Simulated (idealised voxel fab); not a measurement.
process module | voxel quadruple lines
cross-section cut | 230 nm wide | cells 5 nm
A cross-section is a grid of square cells, given in bands from the top down. A band is one or more rows of cells.
Each band's line starts with the height of the band's top and of its bottom, in nm. Then come its materials from left to right, each with its width in nm. One material with "throughout" fills the band from edge to edge. "air" is empty space.
Height 0 is the level under which the wafer as received is all one material. The lowest band goes on downwards, as in "0 down".
A width such as "30 to 40" changes by the same amount from each row of cells to the next, from the band's top row to its bottom row.
"no change" after a step means that no cell of the cross-section changed.
closed voids: empty space of 8 cells or more with no open way to the top, each as width x height at its distance from the left edge, in nm
after a step's settings: what the simulator itself notes on the step
overlay nm, on a step with a mask: how far to the right of its planned place the mask lay; to the left if negative
plan
1 op RECEIVE | material Si
2 op CONFORMAL_DEP | material SiO2 | thk nm 5
3 op DIRECTIONAL_DEP | material W | thk nm 15
4 op DIRECTIONAL_DEP | material polySi | thk nm 20
5 op DIRECTIONAL_DEP | material aC | thk nm 20
6 op PATTERN | tone cover | mask id MANDREL | material resist | width nm 30 | pitch nm 80 | thk nm 25 | overlay nm 0
7 op DIRECTIONAL_ETCH | etch materials aC | depth nm 20
8 op STRIP | etch materials resist
9 op CONFORMAL_DEP | material SiO2 | thk nm 10
10 op DIRECTIONAL_ETCH | etch materials SiO2 | depth nm 10
11 op STRIP | etch materials aC
12 op DIRECTIONAL_ETCH | etch materials polySi | depth nm 20
13 op STRIP | etch materials SiO2
14 op CONFORMAL_DEP | material SiCN | thk nm 10
15 op DIRECTIONAL_ETCH | etch materials SiCN | depth nm 10
16 op STRIP | etch materials polySi
17 op DIRECTIONAL_ETCH | etch materials W | depth nm 15
18 op STRIP | etch materials SiCN
19 op FILL_DEP | material SiO2 | thk nm 5
20 op CMP | height nm 20
as received, after step 1
  0 down: Si throughout
  closed voids: none
first wafer at the end, as planned
  20 to 5: SiO2 40 | W 10 | SiO2 10 | W 10 | SiO2 10 | W 10 | SiO2 10 | W 10 | SiO2 10 | W 10 | SiO2 10 | W 10 | SiO2 10 | W 10 | SiO2 10 | W 10 | SiO2 40
  5 to 0: SiO2 throughout
  0 down: Si throughout
  closed voids: none
second wafer at the end: like start, like plan, one mistake
  20 to 15: SiO2 throughout
  15 to 0: SiO2 40 | W 10 | SiO2 10 | W 10 | SiO2 10 | W 10 | SiO2 10 | W 10 | SiO2 10 | W 10 | SiO2 10 | W 10 | SiO2 10 | W 10 | SiO2 10 | W 10 | SiO2 40
  0 down: Si throughout
  closed voids: none
what went wrong: step 2 was left out
at the end the second wafer has, in cells: as many of each material as the first, in other places
